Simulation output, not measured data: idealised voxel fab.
The name of this process module is voxel quadruple lines.
Section shown: cut. Width: 280 nm. Cell size: 5 nm, square.
We lay out every cross-section as a grid of square cells and spell it out in bands from the top down, where one band means one or more rows of cells. Within each band entry, the heights of the top and of the bottom of the band appear first, in that order and in nm; the materials of the band then follow from left to right, each with its corresponding width in nm. The designation "all across" on a single material indicates that it fills the band from edge to edge; the designation "blank" indicates empty space. All heights in this document are referenced to 0, defined as the level beneath which the wafer, as received, consists entirely of one material. The lowest band is not bounded below; it extends indefinitely downward and is written in the form "0 down". Width: "30 to 40" (first number = top row, second number = bottom row, same change from row to row of cells). The cross-section has no changed cell in any step marked "no modifications". In the "Entrapped voids" entry, you get each enclosed empty space of 8 cells or more, one with no open way to the top, written width x height at distance, distance from the left edge, in nm. Note: text after step settings on the step line = simulator remark on that step. On any step carrying a mask, the "overlay nm" setting, if present on the step's line, tells how far right of its planned place the mask lay; negative values point to the left.
-- The planned process steps are enumerated hereunder
1 RECEIVE,material Si
2 CONFORMAL_DEP,material SiO2,thk nm 10
3 DIRECTIONAL_DEP,material W,thk nm 15
4 DIRECTIONAL_DEP,material polySi,thk nm 20
5 DIRECTIONAL_DEP,material aC,thk nm 20
6 PATTERN,tone cover,mask id MANDREL,material resist,width nm 30,thk nm 25,overlay nm 0
7 DIRECTIONAL_ETCH,etch materials aC,depth nm 20
8 STRIP,etch materials resist
9 CONFORMAL_DEP,material SiO2,thk nm 10
10 DIRECTIONAL_ETCH,etch materials SiO2,depth nm 10
11 STRIP,etch materials aC
12 DIRECTIONAL_ETCH,etch materials polySi,depth nm 20
13 STRIP,etch materials SiO2
14 CONFORMAL_DEP,material SiN,thk nm 10
15 DIRECTIONAL_ETCH,etch materials SiN,depth nm 10
16 STRIP,etch materials polySi
17 DIRECTIONAL_ETCH,etch materials W,depth nm 15
18 STRIP,etch materials SiN
-- As received (post step 1): cross-section
* 0 down = Si all across
* Entrapped voids: none
-- The first of two wafers, cross-sectioned at the end of the module, with the run proceeding as planned
* 25 to 10 = blank=105; W=10; blank=10; W=10; blank=10; W=10; blank=10; W=10; blank=105
* 10 to 0 = SiO2 all across
* 0 down = Si all across
* Entrapped voids: none
-- Cross-sectional view of the second of two wafers upon completion of the module. This wafer shared its starting condition and process plan with the first; one error was made during its execution
* 25 to 10 = blank=105; W=10; blank=10; W=10; blank=15; W=10; blank=10; W=10; blank=100
* 10 to 0 = SiO2 all across
* 0 down = Si all across
* Entrapped voids: none
Diagnosis: contrary to plan, step 6 was performed as PATTERN,tone cover,mask id MANDREL,material resist,width nm 35,thk nm 25,overlay nm 0
Tallied in cells, the final second wafer holds each material in the same quantity as the first, although not at the same places.
